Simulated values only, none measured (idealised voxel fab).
Proc. module: voxel local oxidation
The cross-section shown here is cut; it is 300 nm wide and divided into square cells measuring 5 nm on a side.
Cross-section spec: square-cell grid; bands listed top down; each band is one or more rows. Band: top and bottom heights (nm) first, top before bottom; then materials from left to right, widths in nm. "throughout" marks a sole material filling the band edge to edge. "blank" denotes empty space. For the purposes of this specification, 0 denotes the height below which the wafer in its as-received condition is composed wholly of one material, and the lowermost band, lacking a lower limit, extends downward without end, as expressed in "0 -> down". The expression "30..40" gives the width at the extremes of the band, the first number at its top row of cells and the second at its bottom row, with the width changing by equal amounts from each row to the next in between. Reading "remained unchanged" for a step: not a cell of the cross-section changed in it. Empty spaces without an open route to the top, at least 8 cells in extent, make up the entry "Unvented internal voids"; each is given as width x height at distance, where the distance is measured from the left edge, and all are in nm. Text after the settings on a step's line: the simulator's own remark on that step. "overlay nm" answers the question of how far to the right of plan the mask lay on a step that has a mask, and when it is negative the answer is to the left.
## Process steps foreseen in the plan
1,RECEIVE [material Si]
2,OXIDIZE [depth nm 5]
3,CONFORMAL_DEP [material SiN] [thk nm 10]
4,MASKED_ETCH [tone cover] [mask id ACTIVE] [width nm 130] [etch materials SiN] [depth nm 5] [overlay nm 0]
5,SELECTIVE_ETCH [etch materials SiO2] [depth nm 5]
6,OXIDIZE [depth nm 10]
7,STRIP [etch materials SiN]
varied across the wafers: depth nm of step 4. The plan shows the first wafer's value. All wafers start alike
## First of several wafers (as received, post step 1), cross-sectional view
	0 -> down  Si throughout
	Unvented internal voids: none
## Every row in this table is a wafer at the end of the module, and it gives, for each of the materials, the cells that wafer has gained (+) or lost (-) since it was received, then its closed voids
depth nm 5, -60 Si, +60 SiO2, Unvented internal voids: none
depth nm 10, -140 Si, +104 SiO2, Unvented internal voids: none
depth nm 15, -140 Si, +104 SiO2, Unvented internal voids: none
depth nm 20, -140 Si, +104 SiO2, Unvented internal voids: none
depth nm 25, -140 Si, +104 SiO2, Unvented internal voids: none
